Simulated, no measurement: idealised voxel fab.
Proc. module: voxel wiring stack
Shown is cross-section cut, with a width of 285 nm and square cells of size 5 nm.
Notation: cross-section as square-cell grid; stated in bands, top first, going down; one or more cell rows per band. Heads up on the band format: heights come first, top then bottom, in nm. After that it's the materials left to right, each with its width in nm. A single material flagged "full width" fills the whole band edge to edge, and "empty" means there's empty space there. The reference from which all heights are counted is 0, the level beneath which the as-received wafer is entirely one material; the lowest band, having no lower bound, proceeds downward and is written after the example "z 0 and below". The width entry "30 to 40" should be interpreted row by row: the top row of cells in the band takes the first number, the bottom row takes the second number, and the change between adjacent rows is uniform throughout. Step marked "everything unchanged"? Then no cell in the cross-section changed in it. "Closed void register" contains a list of empty spaces, each no smaller than 8 cells and without an open way to the top, written in the form width x height at distance with the distance from the left edge and all three in nm. The remark found on a step's line after its settings is issued by the simulator itself and pertains to that step. "overlay nm" denotes, for a step that has a mask, the displacement of the mask to the right of its planned place, with negative values corresponding to the left.

Planned step list for the process
| 1 | RECEIVE with material Si |
| 2 | CONFORMAL_DEP with material SiO2, thk nm 15 |
| 3 | DIRECTIONAL_DEP with material TiN, thk nm 5 |
| 4 | DIRECTIONAL_DEP with material Ru, thk nm 15 |
| 5 | PATTERN with tone cover, mask id METAL_1, material resist, width nm 30, pitch nm 45, thk nm 15, overlay nm 0 |
| 6 | DIRECTIONAL_ETCH with etch materials Ru, depth nm 15 |
| 7 | DIRECTIONAL_ETCH with etch materials TiN, depth nm 5 |
| 8 | STRIP with etch materials resist |
| 9 | CONFORMAL_DEP with material SiCN, thk nm 5 |
| 10 | FILL_DEP with material SiO2, thk nm 10 |
| 11 | CMP with height nm 35 |
| 12 | CONFORMAL_DEP with material SiCN, thk nm 5 |
| 13 | DIRECTIONAL_DEP with material lowk, thk nm 20 |
| 14 | DIRECTIONAL_DEP with material aC, thk nm 10 |
| 15 | PATTERN with tone open, mask id PLUG_1, material resist, width nm 15, thk nm 25, overlay nm 0 |
| 16 | DIRECTIONAL_ETCH with etch materials aC, depth nm 10 |
| 17 | STRIP with etch materials resist |
| 18 | DIRECTIONAL_ETCH with etch materials lowk, depth nm 20 |
| 19 | DIRECTIONAL_ETCH with etch materials SiCN, depth nm 5 |
| 20 | STRIP with etch materials aC |
| 21 | CONFORMAL_DEP with material TiN, thk nm 5 |
| 22 | FILL_DEP with material W, thk nm 10 |
| 23 | CMP with height nm 60 |
| 24 | CONFORMAL_DEP with material SiCN, thk nm 5 |
| 25 | DIRECTIONAL_DEP with material SiO2, thk nm 15 |
| 26 | MASKED_ETCH with tone open, mask id METAL_2, width nm 30, pitch nm 45, etch materials SiO2, depth nm 15, overlay nm 0 |
| 27 | MASKED_ETCH with tone open, mask id METAL_2, width nm 30, pitch nm 45, etch materials SiCN, depth nm 5, overlay nm 0 |
| 28 | CONFORMAL_DEP with material TiN, thk nm 5 |
| 29 | FILL_DEP with material Cu, thk nm 10 |
| 30 | CMP with height nm 80 |
| 31 | CONFORMAL_DEP with material SiCN, thk nm 5 |
| 32 | DIRECTIONAL_DEP with material lowk, thk nm 10 |
| 33 | MASKED_ETCH with tone open, mask id PLUG_2, width nm 15, etch materials lowk, depth nm 10, overlay nm 0 |
| 34 | MASKED_ETCH with tone open, mask id PLUG_2, width nm 15, etch materials SiCN, depth nm 5, overlay nm 0 |
| 35 | EPI with material Ru, thk nm 10 |
| 36 | EPI with material Ru, thk nm 5 |
| 37 | CONFORMAL_DEP with material SiN, thk nm 5 |
| 38 | DIRECTIONAL_DEP with material SiO2, thk nm 15 |
| 39 | DIRECTIONAL_DEP with material aC, thk nm 15 |
| 40 | PATTERN with tone open, mask id METAL_3, material resist, width nm 30, pitch nm 45, thk nm 35, overlay nm 0 |
| 41 | DIRECTIONAL_ETCH with etch materials aC, depth nm 15 |
| 42 | STRIP with etch materials resist |
| 43 | DIRECTIONAL_ETCH with etch materials SiO2, depth nm 15 |
| 44 | DIRECTIONAL_ETCH with etch materials SiN, depth nm 5 |
| 45 | STRIP with etch materials aC |
| 46 | CONFORMAL_DEP with material TiN, thk nm 5 |
| 47 | FILL_DEP with material Ru, thk nm 10 |
| 48 | CMP with height nm 115 |
| 49 | CONFORMAL_DEP with material SiCN, thk nm 5 |
| 50 | DIRECTIONAL_DEP with material lowk, thk nm 30 |
| 51 | PATTERN with tone open, mask id METAL_4_HOLES, material resist, width nm 15, thk nm 20, overlay nm 0 |
| 52 | DIRECTIONAL_ETCH with etch materials lowk, depth nm 30 |
| 53 | STRIP with etch materials resist |
| 54 | PATTERN with tone open, mask id METAL_4, material resist, width nm 30, pitch nm 45, thk nm 15, overlay nm 0 |
| 55 | DIRECTIONAL_ETCH with etch materials lowk, depth nm 20 |
| 56 | DIRECTIONAL_ETCH with etch materials SiCN, depth nm 5 |
| 57 | STRIP with etch materials resist |
| 58 | CONFORMAL_DEP with material TiN, thk nm 5 |
| 59 | FILL_DEP with material Cu, thk nm 5 |
| 60 | CMP with height nm 150 |
| 61 | CONFORMAL_DEP with material SiN, thk nm 5 |

First of two wafers: run as planned

Wafer at receipt (post step 1), cross-section
  z 0 and below = Si full width
  Closed void register: none

The wafer, seen in cross-section, after step 2
  z 15 to 0 = SiO2 full width
  Below 0, no change.

The wafer, seen in cross-section, after step 3
  z 20 to 15 = TiN full width
  Below 15, no change.

The wafer, seen in cross-section, after step 4
  z 35 to 20 = Ru full width
  Below 20, no change.

The wafer, seen in cross-section, after step 5
  z 50 to 35 = empty=105 | resist=30 | empty=15 | resist=30 | empty=105
  Below 35, no change.

The wafer, seen in cross-section, after step 6
  z 50 to 35 = empty=105 | resist=30 | empty=15 | resist=30 | empty=105
  z 35 to 20 = empty=105 | Ru=30 | empty=15 | Ru=30 | empty=105
  Below 20, no change.

The wafer, seen in cross-section, after step 7
  z 50 to 35 = empty=105 | resist=30 | empty=15 | resist=30 | empty=105
  z 35 to 20 = empty=105 | Ru=30 | empty=15 | Ru=30 | empty=105
  z 20 to 15 = empty=105 | TiN=30 | empty=15 | TiN=30 | empty=105
  Below 15, no change.

The wafer, seen in cross-section, after step 8
  z 35 to 20 = empty=105 | Ru=30 | empty=15 | Ru=30 | empty=105
  Below 20, no change.

The wafer, seen in cross-section, after step 9
  z 40 to 35 = empty=100 | SiCN=40 | empty=5 | SiCN=40 | empty=100
  z 35 to 20 = empty=100 | SiCN=5 | Ru=30 | SiCN=5 | empty=5 | SiCN=5 | Ru=30 | SiCN=5 | empty=100
  z 20 to 15 = SiCN=105 | TiN=30 | SiCN=15 | TiN=30 | SiCN=105
  Below 15, no change.

The wafer, seen in cross-section, after step 10
  z 50 to 40 = SiO2 full width
  z 40 to 35 = SiO2=100 | SiCN=40 | SiO2=5 | SiCN=40 | SiO2=100
  z 35 to 20 = SiO2=100 | SiCN=5 | Ru=30 | SiCN=5 | SiO2=5 | SiCN=5 | Ru=30 | SiCN=5 | SiO2=100
  Below 20, no change.

The wafer, seen in cross-section, after step 11
  z 35 to 20 = SiO2=100 | SiCN=5 | Ru=30 | SiCN=5 | SiO2=5 | SiCN=5 | Ru=30 | SiCN=5 | SiO2=100
  Below 20, no change.

The wafer, seen in cross-section, after step 12
  z 40 to 35 = SiCN full width
  Below 35, no change.

The wafer, seen in cross-section, after step 13
  z 60 to 40 = lowk full width
  Below 40, no change.

The wafer, seen in cross-section, after step 14
  z 70 to 60 = aC full width
  Below 60, no change.

The wafer, seen in cross-section, after step 15
  z 95 to 70 = resist=105 | empty=15 | resist=165
  Below 70, no change.

The wafer, seen in cross-section, after step 16
  z 85 to 70 = resist=105 | empty=15 | resist=165
  z 70 to 60 = aC=105 | empty=15 | aC=165
  Below 60, no change.

The wafer, seen in cross-section, after step 17
  z 70 to 60 = aC=105 | empty=15 | aC=165
  Below 60, no change.

The wafer, seen in cross-section, after step 18
  z 70 to 60 = aC=105 | empty=15 | aC=165
  z 60 to 40 = lowk=105 | empty=15 | lowk=165
  Below 40, no change.

The wafer, seen in cross-section, after step 19
  z 70 to 60 = aC=105 | empty=15 | aC=165
  z 60 to 40 = lowk=105 | empty=15 | lowk=165
  z 40 to 35 = SiCN=105 | empty=15 | SiCN=165
  Below 35, no change.

The wafer, seen in cross-section, after step 20
  z 60 to 40 = lowk=105 | empty=15 | lowk=165
  Below 40, no change.

The wafer, seen in cross-section, after step 21
  z 65 to 60 = TiN=110 | empty=5 | TiN=170
  z 60 to 40 = lowk=105 | TiN=5 | empty=5 | TiN=5 | lowk=165
  z 40 to 35 = SiCN=105 | TiN=15 | SiCN=165
  Below 35, no change.

The wafer, seen in cross-section, after step 22
  z 75 to 65 = W full width
  z 65 to 60 = TiN=110 | W=5 | TiN=170
  z 60 to 40 = lowk=105 | TiN=5 | W=5 | TiN=5 | lowk=165
  Below 40, no change.

The wafer, seen in cross-section, after step 23
  z 60 to 40 = lowk=105 | TiN=5 | W=5 | TiN=5 | lowk=165
  Below 40, no change.

The wafer, seen in cross-section, after step 24
  z 65 to 60 = SiCN full width
  Below 60, no change.

The wafer, seen in cross-section, after step 25
  z 80 to 65 = SiO2 full width
  Below 65, no change.

The wafer, seen in cross-section, after step 26
  z 80 to 65 = SiO2=105 | empty=30 | SiO2=15 | empty=30 | SiO2=105
  Below 65, no change.

The wafer, seen in cross-section, after step 27
  z 80 to 65 = SiO2=105 | empty=30 | SiO2=15 | empty=30 | SiO2=105
  z 65 to 60 = SiCN=105 | empty=30 | SiCN=15 | empty=30 | SiCN=105
  Below 60, no change.

The wafer, seen in cross-section, after step 28
  z 85 to 80 = TiN=110 | empty=20 | TiN=25 | empty=20 | TiN=110
  z 80 to 65 = SiO2=105 | TiN=5 | empty=20 | TiN=5 | SiO2=15 | TiN=5 | empty=20 | TiN=5 | SiO2=105
  z 65 to 60 = SiCN=105 | TiN=30 | SiCN=15 | TiN=30 | SiCN=105
  Below 60, no change.

The wafer, seen in cross-section, after step 29
  z 95 to 85 = Cu full width
  z 85 to 80 = TiN=110 | Cu=20 | TiN=25 | Cu=20 | TiN=110
  z 80 to 65 = SiO2=105 | TiN=5 | Cu=20 | TiN=5 | SiO2=15 | TiN=5 | Cu=20 | TiN=5 | SiO2=105
  Below 65, no change.

The wafer, seen in cross-section, after step 30
  z 80 to 65 = SiO2=105 | TiN=5 | Cu=20 | TiN=5 | SiO2=15 | TiN=5 | Cu=20 | TiN=5 | SiO2=105
  Below 65, no change.

The wafer, seen in cross-section, after step 31
  z 85 to 80 = SiCN full width
  Below 80, no change.

The wafer, seen in cross-section, after step 32
  z 95 to 85 = lowk full width
  Below 85, no change.

The wafer, seen in cross-section, after step 33
  z 95 to 85 = lowk=105 | empty=15 | lowk=165
  Below 85, no change.

The wafer, seen in cross-section, after step 34
  z 95 to 85 = lowk=105 | empty=15 | lowk=165
  z 85 to 80 = SiCN=105 | empty=15 | SiCN=165
  Below 80, no change.

The wafer, seen in cross-section, after step 35
  z 95 to 90 = lowk=105 | empty=15 | lowk=165
  z 90 to 85 = lowk=105 | Ru=15 | lowk=165
  z 85 to 80 = SiCN=105 | Ru=15 | SiCN=165
  Below 80, no change.

The wafer, seen in cross-section, after step 36
  z 95 to 85 = lowk=105 | Ru=15 | lowk=165
  Below 85, no change.

The wafer, seen in cross-section, after step 37
  z 100 to 95 = SiN full width
  Below 95, no change.

The wafer, seen in cross-section, after step 38
  z 115 to 100 = SiO2 full width
  Below 100, no change.

The wafer, seen in cross-section, after step 39
  z 130 to 115 = aC full width
  Below 115, no change.

The wafer, seen in cross-section, after step 40
  z 165 to 130 = resist=105 | empty=30 | resist=15 | empty=30 | resist=105
  Below 130, no change.

The wafer, seen in cross-section, after step 41
  z 150 to 130 = resist=105 | empty=30 | resist=15 | empty=30 | resist=105
  z 130 to 115 = aC=105 | empty=30 | aC=15 | empty=30 | aC=105
  Below 115, no change.

The wafer, seen in cross-section, after step 42
  z 130 to 115 = aC=105 | empty=30 | aC=15 | empty=30 | aC=105
  Below 115, no change.

The wafer, seen in cross-section, after step 43
  z 130 to 115 = aC=105 | empty=30 | aC=15 | empty=30 | aC=105
  z 115 to 100 = SiO2=105 | empty=30 | SiO2=15 | empty=30 | SiO2=105
  Below 100, no change.

The wafer, seen in cross-section, after step 44
  z 130 to 115 = aC=105 | empty=30 | aC=15 | empty=30 | aC=105
  z 115 to 100 = SiO2=105 | empty=30 | SiO2=15 | empty=30 | SiO2=105
  z 100 to 95 = SiN=105 | empty=30 | SiN=15 | empty=30 | SiN=105
  Below 95, no change.

The wafer, seen in cross-section, after step 45
  z 115 to 100 = SiO2=105 | empty=30 | SiO2=15 | empty=30 | SiO2=105
  Below 100, no change.

The wafer, seen in cross-section, after step 46
  z 120 to 115 = TiN=110 | empty=20 | TiN=25 | empty=20 | TiN=110
  z 115 to 100 = SiO2=105 | TiN=5 | empty=20 | TiN=5 | SiO2=15 | TiN=5 | empty=20 | TiN=5 | SiO2=105
  z 100 to 95 = SiN=105 | TiN=30 | SiN=15 | TiN=30 | SiN=105
  Below 95, no change.

The wafer, seen in cross-section, after step 47
  z 130 to 120 = Ru full width
  z 120 to 115 = TiN=110 | Ru=20 | TiN=25 | Ru=20 | TiN=110
  z 115 to 100 = SiO2=105 | TiN=5 | Ru=20 | TiN=5 | SiO2=15 | TiN=5 | Ru=20 | TiN=5 | SiO2=105
  Below 100, no change.

The wafer, seen in cross-section, after step 48
  z 115 to 100 = SiO2=105 | TiN=5 | Ru=20 | TiN=5 | SiO2=15 | TiN=5 | Ru=20 | TiN=5 | SiO2=105
  Below 100, no change.

The wafer, seen in cross-section, after step 49
  z 120 to 115 = SiCN full width
  Below 115, no change.

The wafer, seen in cross-section, after step 50
  z 150 to 120 = lowk full width
  Below 120, no change.

The wafer, seen in cross-section, after step 51
  z 170 to 150 = resist=105 | empty=15 | resist=165
  Below 150, no change.

The wafer, seen in cross-section, after step 52
  z 170 to 150 = resist=105 | empty=15 | resist=165
  z 150 to 120 = lowk=105 | empty=15 | lowk=165
  Below 120, no change.

The wafer, seen in cross-section, after step 53
  z 150 to 120 = lowk=105 | empty=15 | lowk=165
  Below 120, no change.

The wafer, seen in cross-section, after step 54
  z 165 to 150 = resist=105 | empty=30 | resist=15 | empty=30 | resist=105
  Below 150, no change.

The wafer, seen in cross-section, after step 55
  z 165 to 150 = resist=105 | empty=30 | resist=15 | empty=30 | resist=105
  z 150 to 130 = lowk=105 | empty=30 | lowk=15 | empty=30 | lowk=105
  Below 130, no change.

The wafer, seen in cross-section, after step 56
  z 165 to 150 = resist=105 | empty=30 | resist=15 | empty=30 | resist=105
  z 150 to 130 = lowk=105 | empty=30 | lowk=15 | empty=30 | lowk=105
  z 130 to 120 = lowk=105 | empty=15 | lowk=165
  z 120 to 115 = SiCN=105 | empty=15 | SiCN=165
  Below 115, no change.

The wafer, seen in cross-section, after step 57
  z 150 to 130 = lowk=105 | empty=30 | lowk=15 | empty=30 | lowk=105
  Below 130, no change.

The wafer, seen in cross-section, after step 58
  z 155 to 150 = TiN=110 | empty=20 | TiN=25 | empty=20 | TiN=110
  z 150 to 135 = lowk=105 | TiN=5 | empty=20 | TiN=5 | lowk=15 | TiN=5 | empty=20 | TiN=5 | lowk=105
  z 135 to 130 = lowk=105 | TiN=5 | empty=5 | TiN=20 | lowk=15 | TiN=30 | lowk=105
  z 130 to 120 = lowk=105 | TiN=5 | empty=5 | TiN=5 | lowk=165
  z 120 to 115 = SiCN=105 | TiN=15 | SiCN=165
  Below 115, no change.

The wafer, seen in cross-section, after step 59
  z 160 to 155 = Cu full width
  z 155 to 150 = TiN=110 | Cu=20 | TiN=25 | Cu=20 | TiN=110
  z 150 to 135 = lowk=105 | TiN=5 | Cu=20 | TiN=5 | lowk=15 | TiN=5 | Cu=20 | TiN=5 | lowk=105
  z 135 to 130 = lowk=105 | TiN=5 | Cu=5 | TiN=20 | lowk=15 | TiN=30 | lowk=105
  z 130 to 120 = lowk=105 | TiN=5 | Cu=5 | TiN=5 | lowk=165
  Below 120, no change.

The wafer, seen in cross-section, after step 60
  z 150 to 135 = lowk=105 | TiN=5 | Cu=20 | TiN=5 | lowk=15 | TiN=5 | Cu=20 | TiN=5 | lowk=105
  Below 135, no change.

The wafer, seen in cross-section, after step 61
  z 155 to 150 = SiN full width
  Below 150, no change.

For the second wafer, take the first wafer's start and plan, then add one mistake made in running it; everything through step 14, that step included, is shared with the first

Cross-section of the second wafer at the time by which step 15 should have been completed according to the plan
  z 95 to 70 = empty=105 | resist=15 | empty=165
  Below 70, no change.

Cross-section of the second wafer at the time by which step 16 should have been completed according to the plan
  z 85 to 70 = empty=105 | resist=15 | empty=165
  z 70 to 60 = empty=105 | aC=15 | empty=165
  Below 60, no change.

Cross-section of the second wafer at the time by which step 17 should have been completed according to the plan
  z 70 to 60 = empty=105 | aC=15 | empty=165
  Below 60, no change.

Cross-section of the second wafer at the time by which step 18 should have been completed according to the plan
  z 70 to 60 = empty=105 | aC=15 | empty=165
  z 60 to 40 = empty=105 | lowk=15 | empty=165
  Below 40, no change.

Cross-section of the second wafer at the time by which step 19 should have been completed according to the plan
  z 70 to 60 = empty=105 | aC=15 | empty=165
  z 60 to 40 = empty=105 | lowk=15 | empty=165
  z 40 to 35 = empty=105 | SiCN=15 | empty=165
  Below 35, no change.

Cross-section of the second wafer at the time by which step 20 should have been completed according to the plan
  z 60 to 40 = empty=105 | lowk=15 | empty=165
  Below 40, no change.

Cross-section of the second wafer at the time by which step 21 should have been completed according to the plan
  z 65 to 60 = empty=100 | TiN=25 | empty=160
  z 60 to 40 = empty=100 | TiN=5 | lowk=15 | TiN=5 | empty=160
  z 40 to 35 = TiN=105 | SiCN=15 | TiN=165
  Below 35, no change.

Cross-section of the second wafer at the time by which step 22 should have been completed according to the plan
  z 75 to 65 = W full width
  z 65 to 60 = W=100 | TiN=25 | W=160
  z 60 to 40 = W=100 | TiN=5 | lowk=15 | TiN=5 | W=160
  Below 40, no change.

Cross-section of the second wafer at the time by which step 23 should have been completed according to the plan
  z 60 to 40 = W=100 | TiN=5 | lowk=15 | TiN=5 | W=160
  Below 40, no change.

Cross-section of the second wafer at the time by which step 24 should have been completed according to the plan
  z 65 to 60 = SiCN full width
  Below 60, no change.

Cross-section of the second wafer at the time by which step 25 should have been completed according to the plan
  z 80 to 65 = SiO2 full width
  Below 65, no change.

Cross-section of the second wafer at the time by which step 26 should have been completed according to the plan
  z 80 to 65 = SiO2=105 | empty=30 | SiO2=15 | empty=30 | SiO2=105
  Below 65, no change.

Cross-section of the second wafer at the time by which step 27 should have been completed according to the plan
  z 80 to 65 = SiO2=105 | empty=30 | SiO2=15 | empty=30 | SiO2=105
  z 65 to 60 = SiCN=105 | empty=30 | SiCN=15 | empty=30 | SiCN=105
  Below 60, no change.

Cross-section of the second wafer at the time by which step 28 should have been completed according to the plan
  z 85 to 80 = TiN=110 | empty=20 | TiN=25 | empty=20 | TiN=110
  z 80 to 65 = SiO2=105 | TiN=5 | empty=20 | TiN=5 | SiO2=15 | TiN=5 | empty=20 | TiN=5 | SiO2=105
  z 65 to 60 = SiCN=105 | TiN=30 | SiCN=15 | TiN=30 | SiCN=105
  Below 60, no change.

Cross-section of the second wafer at the time by which step 29 should have been completed according to the plan
  z 95 to 85 = Cu full width
  z 85 to 80 = TiN=110 | Cu=20 | TiN=25 | Cu=20 | TiN=110
  z 80 to 65 = SiO2=105 | TiN=5 | Cu=20 | TiN=5 | SiO2=15 | TiN=5 | Cu=20 | TiN=5 | SiO2=105
  Below 65, no change.

Cross-section of the second wafer at the time by which step 30 should have been completed according to the plan
  z 80 to 65 = SiO2=105 | TiN=5 | Cu=20 | TiN=5 | SiO2=15 | TiN=5 | Cu=20 | TiN=5 | SiO2=105
  Below 65, no change.

Cross-section of the second wafer at the time by which step 31 should have been completed according to the plan
  z 85 to 80 = SiCN full width
  Below 80, no change.

Cross-section of the second wafer at the time by which step 32 should have been completed according to the plan
  z 95 to 85 = lowk full width
  Below 85, no change.

Cross-section of the second wafer at the time by which step 33 should have been completed according to the plan
  z 95 to 85 = lowk=105 | empty=15 | lowk=165
  Below 85, no change.

Cross-section of the second wafer at the time by which step 34 should have been completed according to the plan
  z 95 to 85 = lowk=105 | empty=15 | lowk=165
  z 85 to 80 = SiCN=105 | empty=15 | SiCN=165
  Below 80, no change.

Cross-section of the second wafer at the time by which step 35 should have been completed according to the plan
  z 95 to 90 = lowk=105 | empty=15 | lowk=165
  z 90 to 85 = lowk=105 | Ru=15 | lowk=165
  z 85 to 80 = SiCN=105 | Ru=15 | SiCN=165
  Below 80, no change.

Cross-section of the second wafer at the time by which step 36 should have been completed according to the plan
  z 95 to 85 = lowk=105 | Ru=15 | lowk=165
  Below 85, no change.

Cross-section of the second wafer at the time by which step 37 should have been completed according to the plan
  z 100 to 95 = SiN full width
  Below 95, no change.

Cross-section of the second wafer at the time by which step 38 should have been completed according to the plan
  z 115 to 100 = SiO2 full width
  Below 100, no change.

Cross-section of the second wafer at the time by which step 39 should have been completed according to the plan
  z 130 to 115 = aC full width
  Below 115, no change.

Cross-section of the second wafer at the time by which step 40 should have been completed according to the plan
  z 165 to 130 = resist=105 | empty=30 | resist=15 | empty=30 | resist=105
  Below 130, no change.

Cross-section of the second wafer at the time by which step 41 should have been completed according to the plan
  z 150 to 130 = resist=105 | empty=30 | resist=15 | empty=30 | resist=105
  z 130 to 115 = aC=105 | empty=30 | aC=15 | empty=30 | aC=105
  Below 115, no change.

Cross-section of the second wafer at the time by which step 42 should have been completed according to the plan
  z 130 to 115 = aC=105 | empty=30 | aC=15 | empty=30 | aC=105
  Below 115, no change.

Cross-section of the second wafer at the time by which step 43 should have been completed according to the plan
  z 130 to 115 = aC=105 | empty=30 | aC=15 | empty=30 | aC=105
  z 115 to 100 = SiO2=105 | empty=30 | SiO2=15 | empty=30 | SiO2=105
  Below 100, no change.

Cross-section of the second wafer at the time by which step 44 should have been completed according to the plan
  z 130 to 115 = aC=105 | empty=30 | aC=15 | empty=30 | aC=105
  z 115 to 100 = SiO2=105 | empty=30 | SiO2=15 | empty=30 | SiO2=105
  z 100 to 95 = SiN=105 | empty=30 | SiN=15 | empty=30 | SiN=105
  Below 95, no change.

Cross-section of the second wafer at the time by which step 45 should have been completed according to the plan
  z 115 to 100 = SiO2=105 | empty=30 | SiO2=15 | empty=30 | SiO2=105
  Below 100, no change.

Cross-section of the second wafer at the time by which step 46 should have been completed according to the plan
  z 120 to 115 = TiN=110 | empty=20 | TiN=25 | empty=20 | TiN=110
  z 115 to 100 = SiO2=105 | TiN=5 | empty=20 | TiN=5 | SiO2=15 | TiN=5 | empty=20 | TiN=5 | SiO2=105
  z 100 to 95 = SiN=105 | TiN=30 | SiN=15 | TiN=30 | SiN=105
  Below 95, no change.

Cross-section of the second wafer at the time by which step 47 should have been completed according to the plan
  z 130 to 120 = Ru full width
  z 120 to 115 = TiN=110 | Ru=20 | TiN=25 | Ru=20 | TiN=110
  z 115 to 100 = SiO2=105 | TiN=5 | Ru=20 | TiN=5 | SiO2=15 | TiN=5 | Ru=20 | TiN=5 | SiO2=105
  Below 100, no change.

Cross-section of the second wafer at the time by which step 48 should have been completed according to the plan
  z 115 to 100 = SiO2=105 | TiN=5 | Ru=20 | TiN=5 | SiO2=15 | TiN=5 | Ru=20 | TiN=5 | SiO2=105
  Below 100, no change.

Cross-section of the second wafer at the time by which step 49 should have been completed according to the plan
  z 120 to 115 = SiCN full width
  Below 115, no change.

Cross-section of the second wafer at the time by which step 50 should have been completed according to the plan
  z 150 to 120 = lowk full width
  Below 120, no change.

Cross-section of the second wafer at the time by which step 51 should have been completed according to the plan
  z 170 to 150 = resist=105 | empty=15 | resist=165
  Below 150, no change.

Cross-section of the second wafer at the time by which step 52 should have been completed according to the plan
  z 170 to 150 = resist=105 | empty=15 | resist=165
  z 150 to 120 = lowk=105 | empty=15 | lowk=165
  Below 120, no change.

Cross-section of the second wafer at the time by which step 53 should have been completed according to the plan
  z 150 to 120 = lowk=105 | empty=15 | lowk=165
  Below 120, no change.

Cross-section of the second wafer at the time by which step 54 should have been completed according to the plan
  z 165 to 150 = resist=105 | empty=30 | resist=15 | empty=30 | resist=105
  Below 150, no change.

Cross-section of the second wafer at the time by which step 55 should have been completed according to the plan
  z 165 to 150 = resist=105 | empty=30 | resist=15 | empty=30 | resist=105
  z 150 to 130 = lowk=105 | empty=30 | lowk=15 | empty=30 | lowk=105
  Below 130, no change.

Cross-section of the second wafer at the time by which step 56 should have been completed according to the plan
  z 165 to 150 = resist=105 | empty=30 | resist=15 | empty=30 | resist=105
  z 150 to 130 = lowk=105 | empty=30 | lowk=15 | empty=30 | lowk=105
  z 130 to 120 = lowk=105 | empty=15 | lowk=165
  z 120 to 115 = SiCN=105 | empty=15 | SiCN=165
  Below 115, no change.

Cross-section of the second wafer at the time by which step 57 should have been completed according to the plan
  z 150 to 130 = lowk=105 | empty=30 | lowk=15 | empty=30 | lowk=105
  Below 130, no change.

Cross-section of the second wafer at the time by which step 58 should have been completed according to the plan
  z 155 to 150 = TiN=110 | empty=20 | TiN=25 | empty=20 | TiN=110
  z 150 to 135 = lowk=105 | TiN=5 | empty=20 | TiN=5 | lowk=15 | TiN=5 | empty=20 | TiN=5 | lowk=105
  z 135 to 130 = lowk=105 | TiN=5 | empty=5 | TiN=20 | lowk=15 | TiN=30 | lowk=105
  z 130 to 120 = lowk=105 | TiN=5 | empty=5 | TiN=5 | lowk=165
  z 120 to 115 = SiCN=105 | TiN=15 | SiCN=165
  Below 115, no change.

Cross-section of the second wafer at the time by which step 59 should have been completed according to the plan
  z 160 to 155 = Cu full width
  z 155 to 150 = TiN=110 | Cu=20 | TiN=25 | Cu=20 | TiN=110
  z 150 to 135 = lowk=105 | TiN=5 | Cu=20 | TiN=5 | lowk=15 | TiN=5 | Cu=20 | TiN=5 | lowk=105
  z 135 to 130 = lowk=105 | TiN=5 | Cu=5 | TiN=20 | lowk=15 | TiN=30 | lowk=105
  z 130 to 120 = lowk=105 | TiN=5 | Cu=5 | TiN=5 | lowk=165
  Below 120, no change.

Cross-section of the second wafer at the time by which step 60 should have been completed according to the plan
  z 150 to 135 = lowk=105 | TiN=5 | Cu=20 | TiN=5 | lowk=15 | TiN=5 | Cu=20 | TiN=5 | lowk=105
  Below 135, no change.

Cross-section of the second wafer at the time by which step 61 should have been completed according to the plan
  z 155 to 150 = SiN full width
  Below 150, no change.
So what did we get wrong on this run? so step 15 ended up running with a different setting than we planned, it ran as PATTERN with tone cover, mask id PLUG_1, material resist, width nm 15, thk nm 25, overlay nm 0
Bottom line after processing is that, in cells, the second wafer is up or down on some materials versus the first: -51 SiCN | +51 TiN | +204 W | -204 lowk
